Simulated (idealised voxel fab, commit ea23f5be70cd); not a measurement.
process module | voxel self aligned vias
cross-section cut | 145 nm wide | cells 5 nm
A cross-section is a grid of square cells, given in bands from the top down. A band is one or more rows of cells.
Each band's line starts with the height of the band's top and of its bottom, in nm. Then come its materials from left to right, each with its width in nm. One material with "throughout" fills the band from edge to edge. "air" is empty space.
Height 0 is the level under which the wafer as received is all one material. The lowest band goes on downwards, as in "0 down".
A width such as "30 to 40" changes by the same amount from each row of cells to the next, from the band's top row to its bottom row.
"no change" after a step means that no cell of the cross-section changed.
closed voids: empty space of 8 cells or more with no open way to the top, each as width x height at its distance from the left edge, in nm
after a step's settings: what the simulator itself notes on the step
overlay nm, on a step with a mask: how far to the right of its planned place the mask lay; to the left if negative
plan
1 op RECEIVE | material Si
2 op CONFORMAL_DEP | material SiO2 | thk nm 10
3 op CONFORMAL_DEP | material SiCN | thk nm 5
4 op DIRECTIONAL_DEP | material SiO2 | thk nm 20
5 op MASKED_ETCH | tone open | mask id LINES | width nm 20 | pitch nm 45 | etch materials SiO2 | depth nm 20 | overlay nm 0
6 op CONFORMAL_DEP | material TiN | thk nm 5
7 op FILL_DEP | material W | thk nm 5
8 op CMP | height nm 35
9 op SELECTIVE_ETCH | etch materials W Ru TiN | depth nm 10
10 op FILL_DEP | material SiN | thk nm 10
11 op CMP | height nm 35
12 op DIRECTIONAL_DEP | material SiO2 | thk nm 15
13 op PATTERN | tone open | mask id VIAS | material resist | width nm 30 | thk nm 20 | overlay nm 0
14 op DIRECTIONAL_ETCH | etch materials SiO2 | depth nm 15
15 op DIRECTIONAL_ETCH | etch materials SiN | depth nm 10
16 op STRIP | etch materials resist
17 op CONFORMAL_DEP | material TiN | thk nm 5
18 op FILL_DEP | material W | thk nm 5
19 op CMP | height nm 50
20 op CONFORMAL_DEP | material SiCN | thk nm 5
as received, after step 1
  0 down: Si throughout
  closed voids: none
first wafer at the end, as planned
  55 to 50: SiCN throughout
  50 to 40: SiO2 35 | TiN 5 | W 20 | TiN 5 | SiO2 80
  40 to 35: SiO2 35 | TiN 10 | W 10 | TiN 10 | SiO2 80
  35 to 30: SiO2 40 | TiN 5 | W 10 | TiN 5 | SiO2 25 | SiN 20 | SiO2 40
  30 to 25: SiO2 40 | TiN 20 | SiO2 25 | SiN 20 | SiO2 40
  25 to 20: SiO2 40 | TiN 5 | W 10 | TiN 5 | SiO2 25 | TiN 5 | W 10 | TiN 5 | SiO2 40
  20 to 15: SiO2 40 | TiN 20 | SiO2 25 | TiN 20 | SiO2 40
  15 to 10: SiCN throughout
  10 to 0: SiO2 throughout
  0 down: Si throughout
  closed voids: none
second wafer at the end: like start, like plan, one mistake
  55 to 50: SiCN throughout
  50 to 40: SiO2 35 | TiN 5 | W 25 | TiN 5 | SiO2 75
  40 to 35: SiO2 35 | TiN 10 | W 10 | TiN 15 | SiO2 75
  35 to 30: SiO2 40 | TiN 5 | W 10 | TiN 5 | SiO2 25 | SiN 20 | SiO2 40
  30 to 25: SiO2 40 | TiN 20 | SiO2 25 | SiN 20 | SiO2 40
  25 to 20: SiO2 40 | TiN 5 | W 10 | TiN 5 | SiO2 25 | TiN 5 | W 10 | TiN 5 | SiO2 40
  20 to 15: SiO2 40 | TiN 20 | SiO2 25 | TiN 20 | SiO2 40
  15 to 10: SiCN throughout
  10 to 0: SiO2 throughout
  0 down: Si throughout
  closed voids: none
what went wrong: step 13 ran as: op PATTERN | tone open | mask id VIAS | material resist | width nm 35 | thk nm 20 | overlay nm 0
at the end the second wafer has, in cells: 3 fewer of SiO2 | 1 more of TiN | 2 more of W
